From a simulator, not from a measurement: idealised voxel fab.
The following is a process module called voxel self aligned contacts.
FYI the section here is cut, 240 nm wide, cells are 5 nm squares.
Each cross-section below is a grid of square cells, stated as bands in top-down order, with one or more rows of cells making up each band. This entry defines a band. It first specifies the height of the band's top and the height of its bottom in nm, and then specifies the band's materials from left to right, stating each material with its width in nm. The word "throughout" identifies a single material that fills the band from edge to edge, while the word "empty" identifies empty space. Height is counted from the level 0, under which the received wafer is composed throughout of one material. The lowest of the bands is not closed at the bottom but continues downward, in the notation "top 0, no bottom". Width "30->40": first value at the band's top row of cells, second value at its bottom row, equal change from row to row. Step marked "nothing changed"? Then no cell in the cross-section changed in it. In "Enclosed voids" the enclosed voids are listed, meaning empty spaces of 8 cells or larger without any opening to the top. The form is width x height at distance, distance from the left edge, units nm. after a step's settings: what the simulator itself notes on the step. The optional step-line setting "overlay nm" applies to steps with a mask and quantifies how far to the right of its planned location the mask lay, a negative value indicating leftward placement.

## So here's the lineup of process steps we planned
1 RECEIVE | material Si
2 OXIDIZE | depth nm 5
3 DIRECTIONAL_DEP | material polySi | thk nm 20
4 DIRECTIONAL_DEP | material SiN | thk nm 20
5 DIRECTIONAL_DEP | material aC | thk nm 10
6 PATTERN | tone cover | mask id GATE | material resist | width nm 35 | pitch nm 75 | thk nm 25 | overlay nm 0
7 DIRECTIONAL_ETCH | etch materials aC | depth nm 10
8 STRIP | etch materials resist
9 DIRECTIONAL_ETCH | etch materials SiN | depth nm 20
10 DIRECTIONAL_ETCH | etch materials polySi | depth nm 20
11 STRIP | etch materials aC
12 CONFORMAL_DEP | material SiN | thk nm 10
13 DIRECTIONAL_ETCH | etch materials SiN | depth nm 10
14 FILL_DEP | material SiO2 | thk nm 10
15 CMP | height nm 45
16 MASKED_ETCH | tone open | mask id CONTACT | width nm 60 | etch materials SiO2 | depth nm 50 | overlay nm -15
17 CONFORMAL_DEP | material TiN | thk nm 5
18 FILL_DEP | material Ru | thk nm 5
19 CMP | height nm 45
20 CONFORMAL_DEP | material SiCN | thk nm 5
Wafer-to-wafer difference: overlay nm, step 16. Common start. Plan = first wafer's value.

## After step 1, as received: first of several wafers, cross-section
* top 0, no bottom | Si throughout
* Enclosed voids: none

## Every row in this table is a wafer at the end of the module, and it gives, for each of the materials, the cells that wafer has gained (+) or lost (-) since it was received, then its closed voids
overlay nm -15; +18 Ru; -48 Si; +48 SiCN; +120 SiN; +256 SiO2; +30 TiN; +56 polySi; Enclosed voids: none
overlay nm -10; +18 Ru; -48 Si; +48 SiCN; +120 SiN; +256 SiO2; +30 TiN; +56 polySi; Enclosed voids: none
overlay nm -5; +18 Ru; -48 Si; +48 SiCN; +120 SiN; +256 SiO2; +30 TiN; +56 polySi; Enclosed voids: none
overlay nm 0; +18 Ru; -48 Si; +48 SiCN; +120 SiN; +256 SiO2; +30 TiN; +56 polySi; Enclosed voids: none
overlay nm 5; +18 Ru; -48 Si; +48 SiCN; +120 SiN; +256 SiO2; +30 TiN; +56 polySi; Enclosed voids: none
overlay nm 10; +18 Ru; -48 Si; +48 SiCN; +120 SiN; +256 SiO2; +30 TiN; +56 polySi; Enclosed voids: none
overlay nm 15; +18 Ru; -48 Si; +48 SiCN; +120 SiN; +256 SiO2; +30 TiN; +56 polySi; Enclosed voids: none
